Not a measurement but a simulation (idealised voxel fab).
The name of this process module is voxel ribs on slabs.
FYI the section here is cut, 175 nm wide, cells are 5 nm squares.
Heads up, the way a cross-section reads in here is a grid of square cells, handed over as bands from the top down, with every band being one or more rows of cells.
Band: top height; bottom height; in nm. Then, left to right: material with width in nm, for each material. "throughout": a single material spanning edge to edge. "blank": empty space.
Zero point of the height axis is 0; under it, received wafer = one material. Lowest band: continues down indefinitely, "0 down".
A two-number width, for instance "30 to 40", indicates that the width is equal to the first number in the top row of the band and to the second number in the bottom row, and that it changes by a constant amount per row of cells.
A step reported as "all unchanged" is a step in which no cell of the cross-section changed.
Look at "Entrapped voids" for the closed voids: empty spaces with no open path to the top, sized 8 cells or up. Each is width x height at distance, distance from the left edge, all nm.
Heads up: the bit after the settings on a step's line is the simulator's remark on that step.
overlay nm: mask right of planned place by this much (step with mask). Neg. = left.
# Process steps (planned)
1,op RECEIVE | material Si
2,op DIRECTIONAL_DEP | material SiO2 | thk nm 30
3,op DIRECTIONAL_DEP | material SiN | thk nm 20
4,op PATTERN | tone cover | mask id RIB | material resist | width nm 20 | thk nm 20 | overlay nm 0
5,op DIRECTIONAL_ETCH | etch materials SiN | depth nm 15
6,op STRIP | etch materials resist
7,op PATTERN | tone cover | mask id SLAB | material resist | width nm 60 | thk nm 20 | overlay nm 0
8,op DIRECTIONAL_ETCH | etch materials SiN | depth nm 5
9,op STRIP | etch materials resist
10,op FILL_DEP | material SiO2 | thk nm 15
11,op CMP | height nm 60
12,op DIRECTIONAL_DEP | material TiN | thk nm 10
13,op DIRECTIONAL_DEP | material aC | thk nm 10
14,op PATTERN | tone cover | mask id HEATER | material resist | width nm 30 | thk nm 25 | overlay nm 0
15,op DIRECTIONAL_ETCH | etch materials aC | depth nm 10
16,op STRIP | etch materials resist
17,op DIRECTIONAL_ETCH | etch materials TiN | depth nm 10
18,op STRIP | etch materials aC
19,op CONFORMAL_DEP | material SiN | thk nm 5
# Step 1 complete: cross-section of the wafer as received
	0 down = Si throughout
	Entrapped voids: none
# Here's the wafer cut in cross-section after the module, started and planned just like above, except one thing was done wrong in the run
	75 to 70 = blank: 65 / SiN: 40 / blank: 70
	70 to 65 = blank: 65 / SiN: 5 / TiN: 30 / SiN: 5 / blank: 70
	65 to 60 = SiN: 70 / TiN: 30 / SiN: 75
	60 to 50 = SiO2 throughout
	50 to 35 = SiO2: 80 / SiN: 20 / SiO2: 75
	35 to 30 = SiO2: 55 / SiN: 60 / SiO2: 60
	30 to 0 = SiO2 throughout
	0 down = Si throughout
	Entrapped voids: none
Against the plan, the run slipped here: step 4 was processed under conditions differing from the plan, specifically as op PATTERN | tone cover | mask id RIB | material resist | width nm 20 | thk nm 20 | overlay nm 5
